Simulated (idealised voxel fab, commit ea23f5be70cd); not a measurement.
process module | voxel trench capacitor
cross-section cut | 205 nm wide | cells 5 nm
A cross-section is a grid of square cells, given in bands from the top down. A band is one or more rows of cells.
Each band's line starts with the height of the band's top and of its bottom, in nm. Then come its materials from left to right, each with its width in nm. One material with "throughout" fills the band from edge to edge. "air" is empty space.
Height 0 is the level under which the wafer as received is all one material. The lowest band goes on downwards, as in "0 down".
A width such as "30 to 40" changes by the same amount from each row of cells to the next, from the band's top row to its bottom row.
"no change" after a step means that no cell of the cross-section changed.
closed voids: empty space of 8 cells or more with no open way to the top, each as width x height at its distance from the left edge, in nm
after a step's settings: what the simulator itself notes on the step
overlay nm, on a step with a mask: how far to the right of its planned place the mask lay; to the left if negative
plan
1 op RECEIVE | material Si
2 op CONFORMAL_DEP | material SiN | thk nm 10
3 op PATTERN | tone open | mask id TRENCH | material resist | width nm 20 | pitch nm 50 | thk nm 15 | overlay nm 0
4 op DIRECTIONAL_ETCH | etch materials SiN | depth nm 10
5 op DIRECTIONAL_ETCH | etch materials Si | depth nm 35
6 op STRIP | etch materials resist
7 op CONFORMAL_DEP | material Al2O3 | thk nm 5
8 op FILL_DEP | material polySi | thk nm 10
9 op CMP | height nm 10
varied across the wafers: thk nm of step 7. The plan shows the first wafer's value. All wafers start alike
first wafer as received, after step 1
  0 down: Si throughout
  closed voids: none
each wafer at the end: cells of each material gained (+) or lost (-) since it was received, then its closed voids
thk nm 5 | +80 Al2O3 | -112 Si | +50 SiN | +64 polySi | closed voids: none
thk nm 10 | +144 Al2O3 | -112 Si | +50 SiN | closed voids: none
thk nm 15 | +144 Al2O3 | -112 Si | +50 SiN | closed voids: none
thk nm 20 | +144 Al2O3 | -112 Si | +50 SiN | closed voids: none
